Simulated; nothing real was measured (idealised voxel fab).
Process module under the name voxel double patterning
In the cross-section labelled cut, the width is 195 nm and each square cell is 5 nm.
Cross-section spec: square-cell grid; bands listed top down; each band is one or more rows. The entry gives the band's vertical extent as a top height and a bottom height in nm, then its horizontal make-up as materials from left to right, each with a width in nm. "blank" stands for empty space; a single material marked "full width" fills the band edge to edge. The level at which height equals 0 is the one under which the wafer, as it arrives, is entirely one material. No lower edge exists for the bottom band, which continues downward and is notated as in "top 0, no bottom". The notation "30..40" denotes a width that varies across the rows of cells in the band, beginning at the first number in the top row, finishing at the second number in the bottom row, and changing by an identical amount from each row to the next. Basically "nothing changed" means that step didn't change any cell in the cross-section. Under "Sealed voids" you'll find the enclosed gaps, the ones with no way out to the top, that are 8 cells or bigger; each reads width x height at distance, with distance counted from the left edge, everything in nm. Note: text after step settings on the step line = simulator remark on that step. "overlay nm" answers the question of how far to the right of plan the mask lay on a step that has a mask, and when it is negative the answer is to the left.
-- These are the steps we planned for the process
1) RECEIVE,material Si
2) CONFORMAL_DEP,material SiN,thk nm 5
3) DIRECTIONAL_DEP,material SiO2,thk nm 15
4) DIRECTIONAL_DEP,material SiCN,thk nm 5
5) MASKED_ETCH,tone open,mask id FIRST,width nm 15,pitch nm 50,etch materials SiCN,depth nm 5,overlay nm 0
6) PATTERN,tone open,mask id SECOND,material resist,width nm 15,pitch nm 50,thk nm 15,overlay nm 0
7) DIRECTIONAL_ETCH,etch materials SiCN,depth nm 5
8) STRIP,etch materials resist
9) DIRECTIONAL_ETCH,etch materials SiO2,depth nm 15
10) STRIP,etch materials SiCN
-- Here's what the wafer looked like in cross-section when it arrived - that's after step 1
- top 0, no bottom  Si full width
- Sealed voids: none
-- End-of-module cross-section of the first of two wafers, processed as planned
- top 20, bottom 5  SiO2 40 nm / blank 15 nm / SiO2 10 nm / blank 15 nm / SiO2 10 nm / blank 15 nm / SiO2 10 nm / blank 15 nm / SiO2 10 nm / blank 15 nm / SiO2 40 nm
- top 5, bottom 0  SiN full width
- top 0, no bottom  Si full width
- Sealed voids: none
-- Here's the second of our two wafers sectioned at module end. Same start as the first, same plan, but one mistake got made running it
- top 20, bottom 5  blank 40 nm / SiO2 15 nm / blank 35 nm / SiO2 15 nm / blank 35 nm / SiO2 15 nm / blank 40 nm
- top 5, bottom 0  SiN full width
- top 0, no bottom  Si full width
- Sealed voids: none
What broke from the plan during processing? it should be noted that step 5 was executed with settings other than those planned, the operation and settings actually applied being MASKED_ETCH,tone cover,mask id FIRST,width nm 15,pitch nm 50,etch materials SiCN,depth nm 5,overlay nm 0
Materials where the second wafer ends with more or fewer cells than the first: SiO2 -45
